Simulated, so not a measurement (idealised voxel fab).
voxel tone inversion: a process module
The width of the displayed cross-section, cut, is 285 nm; its cells are square, with a size of 5 nm.
Cross-section = grid of square cells, listed top down in bands; band = one or more rows.
Each band's line starts with the height of the band's top and of its bottom, in nm. Then come its materials from left to right, each with its width in nm. One material with "everywhere" fills the band from edge to edge. "blank" is empty space.
Convention: height 0 is the level below which the wafer, as received, is all one material. The lowest band does not terminate at the bottom but continues downward, represented as "top 0, no bottom".
Think of "30 to 40" as a width that walks from the first number to the second as you go down the band, top row to bottom row, taking equal-sized steps from row to row.
Where the words "nothing different" appear for a step, the cross-section shows no cell changed by that step; every cell remained as before.
For the entry "Non-vented voids", the listed items are empty spaces with no open way to the top whose size is 8 cells or more; each item follows the pattern width x height at distance, where distance is from the left edge and all three are in nm.
Whatever follows a step's settings on its line is a remark the simulator itself makes about that step.
overlay nm: how far to the right of its planned place the mask lay on this masked step (negative: to the left).
[plan]
- 1: RECEIVE,material Si
- 2: CONFORMAL_DEP,material SiN,thk nm 5
- 3: DIRECTIONAL_DEP,material aC,thk nm 20
- 4: PATTERN,tone cover,mask id POSTS,material resist,width nm 15,pitch nm 45,thk nm 30,overlay nm 0
- 5: DIRECTIONAL_ETCH,etch materials aC,depth nm 20
- 6: STRIP,etch materials resist
- 7: FILL_DEP,material lowk,thk nm 10
- 8: CMP,height nm 25
- 9: STRIP,etch materials aC
[Received-state cross-section, reflecting completion of step 1]
- top 0, no bottom: Si everywhere
- Non-vented voids: none
[Module complete - cross-section of the first of two wafers, run according to plan]
- top 25, bottom 5: lowk 110 nm, blank 15 nm, lowk 30 nm, blank 15 nm, lowk 115 nm
- top 5, bottom 0: SiN everywhere
- top 0, no bottom: Si everywhere
- Non-vented voids: none
[Cross-section of the latter of the two wafers at module completion. It had an identical start and an identical plan to the former; in running it, one mistake was made]
- top 25, bottom 5: lowk everywhere
- top 5, bottom 0: SiN everywhere
- top 0, no bottom: Si everywhere
- Non-vented voids: none
Diagnosis: heads up, step 3 didn't go per plan, it actually ran as DIRECTIONAL_DEP,material lowk,thk nm 20
Final difference in cells, second wafer against first, listed per material as more or fewer: lowk +24
